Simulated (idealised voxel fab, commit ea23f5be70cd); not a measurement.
Name of the process module below: voxel gate over fins
Square cell edge 5 nm, section width 245 nm, ID cut.
Notation: cross-section as square-cell grid; stated in bands, top first, going down; one or more cell rows per band. For a band, the entry starts with two heights in nm, that of the top and then that of the bottom, and carries on with the band's materials in order from left to right, each alongside its width in nm; the word "edge to edge" beside a single material means it fills the band edge to edge, and "empty" means empty space. Zero point of the height axis is 0; under it, received wafer = one material. Lowest band: continues down indefinitely, "0 -> down". Width spec "30->40" -> top row of cells at first value, bottom row at second value, equal per-row change in between. The cross-section has no changed cell in any step marked "remained the same". Closed void listing: empty space of 8 cells or more with no open way to the top, each as width x height at its distance from the left edge, in nm. Past the settings on a step's line: simulator remark, on that step. If you see "overlay nm" on a step's line and that step has a mask, it's telling you how far right of where it was planned the mask ended up; a negative number means it went left instead.
# Set out below are the planned steps of the process
| 1 | RECEIVE, material Si |
| 2 | CONFORMAL_DEP, material SiN, thk nm 10 |
| 3 | PATTERN, tone cover, mask id FINS, material resist, width nm 15, pitch nm 50, thk nm 15, overlay nm 0 |
| 4 | DIRECTIONAL_ETCH, etch materials SiN, depth nm 10 |
| 5 | DIRECTIONAL_ETCH, etch materials Si, depth nm 40 |
| 6 | STRIP, etch materials resist |
| 7 | FILL_DEP, material SiO2, thk nm 10 |
| 8 | CMP, height nm 10 |
| 9 | PATTERN, tone open, mask id RAIL, material resist, width nm 15, thk nm 15, overlay nm 0 |
| 10 | DIRECTIONAL_ETCH, etch materials SiO2, depth nm 45 |
| 11 | STRIP, etch materials resist |
| 12 | CONFORMAL_DEP, material TiN, thk nm 5 |
| 13 | FILL_DEP, material W, thk nm 10 |
| 14 | CMP, height nm 10 |
| 15 | SELECTIVE_ETCH, etch materials W Ru TiN, depth nm 30 |
| 16 | FILL_DEP, material SiO2, thk nm 5 |
| 17 | CMP, height nm 10 |
| 18 | SELECTIVE_ETCH, etch materials SiO2, depth nm 20 |
| 19 | STRIP, etch materials SiN |
| 20 | CONFORMAL_DEP, material HfO2, thk nm 5 |
| 21 | CONFORMAL_DEP, material TiN, thk nm 5 |
| 22 | CONFORMAL_DEP, material TiAl, thk nm 5 |
| 23 | CONFORMAL_DEP, material TiN, thk nm 5 |
| 24 | FILL_DEP, material W, thk nm 10 |
| 25 | CMP, height nm 25 |
| 26 | CONFORMAL_DEP, material SiN, thk nm 10 |
# First wafer, two in total, run as planned
# Cross-section of the wafer at receipt, which is the condition after step 1
	0 -> down  Si edge to edge
	Closed void listing: none
# Cross-section of the wafer subsequent to step 2
	10 -> 0  SiN edge to edge
	Lower than 0, everything is as it was.
# Cross-section of the wafer subsequent to step 3
	25 -> 10  empty 65; resist 15; empty 35; resist 15; empty 35; resist 15; empty 65
	Lower than 10, everything is as it was.
# Cross-section of the wafer subsequent to step 4
	25 -> 10  empty 65; resist 15; empty 35; resist 15; empty 35; resist 15; empty 65
	10 -> 0  empty 65; SiN 15; empty 35; SiN 15; empty 35; SiN 15; empty 65
	Lower than 0, everything is as it was.
# Cross-section of the wafer subsequent to step 5
	25 -> 10  empty 65; resist 15; empty 35; resist 15; empty 35; resist 15; empty 65
	10 -> 0  empty 65; SiN 15; empty 35; SiN 15; empty 35; SiN 15; empty 65
	0 -> -40  empty 65; Si 15; empty 35; Si 15; empty 35; Si 15; empty 65
	Lower than -40, everything is as it was.
# Cross-section of the wafer subsequent to step 6
	10 -> 0  empty 65; SiN 15; empty 35; SiN 15; empty 35; SiN 15; empty 65
	Lower than 0, everything is as it was.
# Cross-section of the wafer subsequent to step 7
	20 -> 10  SiO2 edge to edge
	10 -> 0  SiO2 65; SiN 15; SiO2 35; SiN 15; SiO2 35; SiN 15; SiO2 65
	0 -> -40  SiO2 65; Si 15; SiO2 35; Si 15; SiO2 35; Si 15; SiO2 65
	Lower than -40, everything is as it was.
# Cross-section of the wafer subsequent to step 8
	10 -> 0  SiO2 65; SiN 15; SiO2 35; SiN 15; SiO2 35; SiN 15; SiO2 65
	Lower than 0, everything is as it was.
# Cross-section of the wafer subsequent to step 9
	25 -> 10  resist 90; empty 15; resist 140
	Lower than 10, everything is as it was.
# Cross-section of the wafer subsequent to step 10
	25 -> 10  resist 90; empty 15; resist 140
	10 -> 0  SiO2 65; SiN 15; SiO2 10; empty 15; SiO2 10; SiN 15; SiO2 35; SiN 15; SiO2 65
	0 -> -35  SiO2 65; Si 15; SiO2 10; empty 15; SiO2 10; Si 15; SiO2 35; Si 15; SiO2 65
	Lower than -35, everything is as it was.
# Cross-section of the wafer subsequent to step 11
	10 -> 0  SiO2 65; SiN 15; SiO2 10; empty 15; SiO2 10; SiN 15; SiO2 35; SiN 15; SiO2 65
	Lower than 0, everything is as it was.
# Cross-section of the wafer subsequent to step 12
	15 -> 10  TiN 95; empty 5; TiN 145
	10 -> 0  SiO2 65; SiN 15; SiO2 10; TiN 5; empty 5; TiN 5; SiO2 10; SiN 15; SiO2 35; SiN 15; SiO2 65
	0 -> -30  SiO2 65; Si 15; SiO2 10; TiN 5; empty 5; TiN 5; SiO2 10; Si 15; SiO2 35; Si 15; SiO2 65
	-30 -> -35  SiO2 65; Si 15; SiO2 10; TiN 15; SiO2 10; Si 15; SiO2 35; Si 15; SiO2 65
	Lower than -35, everything is as it was.
# Cross-section of the wafer subsequent to step 13
	25 -> 15  W edge to edge
	15 -> 10  TiN 95; W 5; TiN 145
	10 -> 0  SiO2 65; SiN 15; SiO2 10; TiN 5; W 5; TiN 5; SiO2 10; SiN 15; SiO2 35; SiN 15; SiO2 65
	0 -> -30  SiO2 65; Si 15; SiO2 10; TiN 5; W 5; TiN 5; SiO2 10; Si 15; SiO2 35; Si 15; SiO2 65
	Lower than -30, everything is as it was.
# Cross-section of the wafer subsequent to step 14
	10 -> 0  SiO2 65; SiN 15; SiO2 10; TiN 5; W 5; TiN 5; SiO2 10; SiN 15; SiO2 35; SiN 15; SiO2 65
	Lower than 0, everything is as it was.
# Cross-section of the wafer subsequent to step 15
	10 -> 0  SiO2 65; SiN 15; SiO2 10; empty 15; SiO2 10; SiN 15; SiO2 35; SiN 15; SiO2 65
	0 -> -20  SiO2 65; Si 15; SiO2 10; empty 15; SiO2 10; Si 15; SiO2 35; Si 15; SiO2 65
	Lower than -20, everything is as it was.
# Cross-section of the wafer subsequent to step 16
	15 -> 10  SiO2 edge to edge
	10 -> 0  SiO2 65; SiN 15; SiO2 35; SiN 15; SiO2 35; SiN 15; SiO2 65
	0 -> -20  SiO2 65; Si 15; SiO2 35; Si 15; SiO2 35; Si 15; SiO2 65
	Lower than -20, everything is as it was.
# Cross-section of the wafer subsequent to step 17
	10 -> 0  SiO2 65; SiN 15; SiO2 35; SiN 15; SiO2 35; SiN 15; SiO2 65
	Lower than 0, everything is as it was.
# Cross-section of the wafer subsequent to step 18
	10 -> 0  empty 65; SiN 15; empty 35; SiN 15; empty 35; SiN 15; empty 65
	0 -> -10  empty 65; Si 15; empty 35; Si 15; empty 35; Si 15; empty 65
	Lower than -10, everything is as it was.
# Cross-section of the wafer subsequent to step 19
	0 -> -10  empty 65; Si 15; empty 35; Si 15; empty 35; Si 15; empty 65
	Lower than -10, everything is as it was.
# Cross-section of the wafer subsequent to step 20
	5 -> 0  empty 60; HfO2 25; empty 25; HfO2 25; empty 25; HfO2 25; empty 60
	0 -> -5  empty 60; HfO2 5; Si 15; HfO2 5; empty 25; HfO2 5; Si 15; HfO2 5; empty 25; HfO2 5; Si 15; HfO2 5; empty 60
	-5 -> -10  HfO2 65; Si 15; HfO2 35; Si 15; HfO2 35; Si 15; HfO2 65
	Lower than -10, everything is as it was.
# Cross-section of the wafer subsequent to step 21
	10 -> 5  empty 55; TiN 35; empty 15; TiN 35; empty 15; TiN 35; empty 55
	5 -> 0  empty 55; TiN 5; HfO2 25; TiN 5; empty 15; TiN 5; HfO2 25; TiN 5; empty 15; TiN 5; HfO2 25; TiN 5; empty 55
	0 -> -5  TiN 60; HfO2 5; Si 15; HfO2 5; TiN 25; HfO2 5; Si 15; HfO2 5; TiN 25; HfO2 5; Si 15; HfO2 5; TiN 60
	Lower than -5, everything is as it was.
# Cross-section of the wafer subsequent to step 22
	15 -> 10  empty 50; TiAl 45; empty 5; TiAl 45; empty 5; TiAl 45; empty 50
	10 -> 5  empty 50; TiAl 5; TiN 35; TiAl 5; empty 5; TiAl 5; TiN 35; TiAl 5; empty 5; TiAl 5; TiN 35; TiAl 5; empty 50
	5 -> 0  TiAl 55; TiN 5; HfO2 25; TiN 5; TiAl 15; TiN 5; HfO2 25; TiN 5; TiAl 15; TiN 5; HfO2 25; TiN 5; TiAl 55
	Lower than 0, everything is as it was.
# Cross-section of the wafer subsequent to step 23
	20 -> 15  empty 45; TiN 155; empty 45
	15 -> 10  empty 45; TiN 5; TiAl 45; TiN 5; TiAl 45; TiN 5; TiAl 45; TiN 5; empty 45
	10 -> 5  TiN 50; TiAl 5; TiN 35; TiAl 5; TiN 5; TiAl 5; TiN 35; TiAl 5; TiN 5; TiAl 5; TiN 35; TiAl 5; TiN 50
	Lower than 5, everything is as it was.
# Cross-section of the wafer subsequent to step 24
	30 -> 20  W edge to edge
	20 -> 15  W 45; TiN 155; W 45
	15 -> 10  W 45; TiN 5; TiAl 45; TiN 5; TiAl 45; TiN 5; TiAl 45; TiN 5; W 45
	Lower than 10, everything is as it was.
# Cross-section of the wafer subsequent to step 25
	25 -> 20  W edge to edge
	Lower than 20, everything is as it was.
# Cross-section of the wafer subsequent to step 26
	35 -> 25  SiN edge to edge
	Lower than 25, everything is as it was.
# Wafer two of the pair: same origin, same plan, one error during the run; identical to wafer one up to and including step 2
# The second wafer in cross-section, at the planned close of step 3
	25 -> 10  resist 65; empty 15; resist 35; empty 15; resist 35; empty 15; resist 65
	Lower than 10, everything is as it was.
# The second wafer in cross-section, at the planned close of step 4
	25 -> 10  resist 65; empty 15; resist 35; empty 15; resist 35; empty 15; resist 65
	10 -> 0  SiN 65; empty 15; SiN 35; empty 15; SiN 35; empty 15; SiN 65
	Lower than 0, everything is as it was.
# The second wafer in cross-section, at the planned close of step 5
	25 -> 10  resist 65; empty 15; resist 35; empty 15; resist 35; empty 15; resist 65
	10 -> 0  SiN 65; empty 15; SiN 35; empty 15; SiN 35; empty 15; SiN 65
	0 -> -40  Si 65; empty 15; Si 35; empty 15; Si 35; empty 15; Si 65
	Lower than -40, everything is as it was.
# The second wafer in cross-section, at the planned close of step 6
	10 -> 0  SiN 65; empty 15; SiN 35; empty 15; SiN 35; empty 15; SiN 65
	Lower than 0, everything is as it was.
# The second wafer in cross-section, at the planned close of step 7
	20 -> 10  SiO2 edge to edge
	10 -> 0  SiN 65; SiO2 15; SiN 35; SiO2 15; SiN 35; SiO2 15; SiN 65
	0 -> -40  Si 65; SiO2 15; Si 35; SiO2 15; Si 35; SiO2 15; Si 65
	Lower than -40, everything is as it was.
# The second wafer in cross-section, at the planned close of step 8
	10 -> 0  SiN 65; SiO2 15; SiN 35; SiO2 15; SiN 35; SiO2 15; SiN 65
	Lower than 0, everything is as it was.
# The second wafer in cross-section, at the planned close of step 9
	25 -> 10  resist 90; empty 15; resist 140
	Lower than 10, everything is as it was.
The second wafer in cross-section, at the planned close of step 10: remained the same
# The second wafer in cross-section, at the planned close of step 11
	10 -> 0  SiN 65; SiO2 15; SiN 35; SiO2 15; SiN 35; SiO2 15; SiN 65
	Lower than 0, everything is as it was.
# The second wafer in cross-section, at the planned close of step 12
	15 -> 10  TiN edge to edge
	Lower than 10, everything is as it was.
# The second wafer in cross-section, at the planned close of step 13
	25 -> 15  W edge to edge
	Lower than 15, everything is as it was.
# The second wafer in cross-section, at the planned close of step 14
	10 -> 0  SiN 65; SiO2 15; SiN 35; SiO2 15; SiN 35; SiO2 15; SiN 65
	Lower than 0, everything is as it was.
The second wafer in cross-section, at the planned close of step 15: remained the same
# The second wafer in cross-section, at the planned close of step 16
	15 -> 10  SiO2 edge to edge
	Lower than 10, everything is as it was.
# The second wafer in cross-section, at the planned close of step 17
	10 -> 0  SiN 65; SiO2 15; SiN 35; SiO2 15; SiN 35; SiO2 15; SiN 65
	Lower than 0, everything is as it was.
# The second wafer in cross-section, at the planned close of step 18
	10 -> 0  SiN 65; empty 15; SiN 35; empty 15; SiN 35; empty 15; SiN 65
	0 -> -10  Si 65; empty 15; Si 35; empty 15; Si 35; empty 15; Si 65
	Lower than -10, everything is as it was.
# The second wafer in cross-section, at the planned close of step 19
	0 -> -10  Si 65; empty 15; Si 35; empty 15; Si 35; empty 15; Si 65
	Lower than -10, everything is as it was.
# The second wafer in cross-section, at the planned close of step 20
	5 -> 0  HfO2 70; empty 5; HfO2 45; empty 5; HfO2 45; empty 5; HfO2 70
	0 -> -5  Si 65; HfO2 5; empty 5; HfO2 5; Si 35; HfO2 5; empty 5; HfO2 5; Si 35; HfO2 5; empty 5; HfO2 5; Si 65
	-5 -> -10  Si 65; HfO2 15; Si 35; HfO2 15; Si 35; HfO2 15; Si 65
	Lower than -10, everything is as it was.
# The second wafer in cross-section, at the planned close of step 21
	10 -> 5  TiN edge to edge
	5 -> 0  HfO2 70; TiN 5; HfO2 45; TiN 5; HfO2 45; TiN 5; HfO2 70
	0 -> -5  Si 65; HfO2 5; TiN 5; HfO2 5; Si 35; HfO2 5; TiN 5; HfO2 5; Si 35; HfO2 5; TiN 5; HfO2 5; Si 65
	Lower than -5, everything is as it was.
# The second wafer in cross-section, at the planned close of step 22
	15 -> 10  TiAl edge to edge
	Lower than 10, everything is as it was.
# The second wafer in cross-section, at the planned close of step 23
	20 -> 15  TiN edge to edge
	Lower than 15, everything is as it was.
# The second wafer in cross-section, at the planned close of step 24
	30 -> 20  W edge to edge
	Lower than 20, everything is as it was.
# The second wafer in cross-section, at the planned close of step 25
	25 -> 20  W edge to edge
	Lower than 20, everything is as it was.
# The second wafer in cross-section, at the planned close of step 26
	35 -> 25  SiN edge to edge
	Lower than 25, everything is as it was.
Deviation from plan: step 3 was not run as planned; what actually ran was PATTERN, tone open, mask id FINS, material resist, width nm 15, pitch nm 50, thk nm 15, overlay nm 0
Counted in cells at the end, the second wafer holds more or fewer of these materials than the first: 248 more of Si | 177 fewer of SiO2 | 12 fewer of TiAl | 21 fewer of TiN | 38 fewer of W
